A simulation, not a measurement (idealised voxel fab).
Title: Process Module voxel self aligned contacts
We display cut, a cross-section 200 nm in width whose square cells are each 5 nm.
Cross-section, as written here: a square-cell grid given band by band from the top down, where a band holds one or more rows of cells.
Band entry format. Leading values: height of top, height of bottom, nm. Remainder: materials in left-to-right order, each with its width in nm. Special words: "everywhere" on a single material, which then fills the band edge to edge; "empty", empty space.
For the purposes of this specification, 0 denotes the height below which the wafer in its as-received condition is composed wholly of one material, and the lowermost band, lacking a lower limit, extends downward without end, as expressed in "0 down".
A width given as "30->40" starts at the first number in the band's top row and ends at the second number in its bottom row, shifting by an equal amount at every step from row to row.
"nothing was modified" (step): cross-section cells unchanged, all of them.
Closed-off voids of 8+ cells (no open route to the top) go in "Unvented voids", written width x height at distance from the left edge, in nm.
after a step's settings: what the simulator itself notes on the step
overlay nm: right-of-plan distance of the mask on a masked step; negative values mean left-of-plan.

### Below is the list of planned process steps
- 1: RECEIVE: material Si
- 2: OXIDIZE: depth nm 5
- 3: DIRECTIONAL_DEP: material polySi, thk nm 30
- 4: DIRECTIONAL_DEP: material SiN, thk nm 25
- 5: MASKED_ETCH: tone cover, mask id GATE, width nm 25, pitch nm 60, etch materials SiN, depth nm 25, overlay nm 0
- 6: MASKED_ETCH: tone cover, mask id GATE, width nm 25, pitch nm 60, etch materials polySi, depth nm 30, overlay nm 0
- 7: CONFORMAL_DEP: material SiN, thk nm 10
- 8: DIRECTIONAL_ETCH: etch materials SiN, depth nm 10
- 9: FILL_DEP: material SiO2, thk nm 15
- 10: CMP: height nm 65
- 11: MASKED_ETCH: tone open, mask id CONTACT, width nm 45, pitch nm 60, etch materials SiO2, depth nm 70, overlay nm 0
- 12: CONFORMAL_DEP: material TiN, thk nm 5
- 13: FILL_DEP: material W, thk nm 10
- 14: CMP: height nm 65
- 15: CONFORMAL_DEP: material SiCN, thk nm 5

### Cross-section of the incoming wafer, state after step 1
	0 down | Si everywhere
	Unvented voids: none

### Wafer cross-section at module end: first of two, run to plan
	70 to 65 | SiCN everywhere
	65 to 55 | SiO2: 45 / TiN: 5->20 / W: 35->5 / TiN: 5->20 / SiO2: 15 / TiN: 5->20 / W: 35->5 / TiN: 5->20 / SiO2: 50
	55 to 30 | SiO2: 15 / SiN: 45 / TiN: 5 / W: 5 / TiN: 5 / SiN: 45 / TiN: 5 / W: 5 / TiN: 5 / SiN: 45 / SiO2: 20
	30 to 0 | SiO2: 15 / SiN: 10 / polySi: 25 / SiN: 10 / TiN: 5 / W: 5 / TiN: 5 / SiN: 10 / polySi: 25 / SiN: 10 / TiN: 5 / W: 5 / TiN: 5 / SiN: 10 / polySi: 25 / SiN: 10 / SiO2: 20
	0 to -5 | SiO2: 60 / TiN: 15 / SiO2: 45 / TiN: 15 / SiO2: 65
	-5 down | Si everywhere
	Unvented voids: none

### Module end: cross-section of wafer two of two. Same start and process plan as the first wafer. One mistake during execution
	85 to 80 | SiCN everywhere
	80 to 70 | W everywhere
	70 to 65 | TiN: 50 / W: 35 / TiN: 25 / W: 35 / TiN: 55
	65 to 55 | SiO2: 45 / TiN: 5->20 / W: 35->5 / TiN: 5->20 / SiO2: 15 / TiN: 5->20 / W: 35->5 / TiN: 5->20 / SiO2: 50
	55 to 30 | SiO2: 15 / SiN: 45 / TiN: 5 / W: 5 / TiN: 5 / SiN: 45 / TiN: 5 / W: 5 / TiN: 5 / SiN: 45 / SiO2: 20
	30 to 0 | SiO2: 15 / SiN: 10 / polySi: 25 / SiN: 10 / TiN: 5 / W: 5 / TiN: 5 / SiN: 10 / polySi: 25 / SiN: 10 / TiN: 5 / W: 5 / TiN: 5 / SiN: 10 / polySi: 25 / SiN: 10 / SiO2: 20
	0 to -5 | SiO2: 60 / TiN: 15 / SiO2: 45 / TiN: 15 / SiO2: 65
	-5 down | Si everywhere
	Unvented voids: none
Plan not followed: yeah, step 14 of the plan got skipped, never ran
Upon completion, the second wafer contains, in terms of cells, a greater or smaller amount of certain materials than the first wafer: 26 more of TiN | 94 more of W
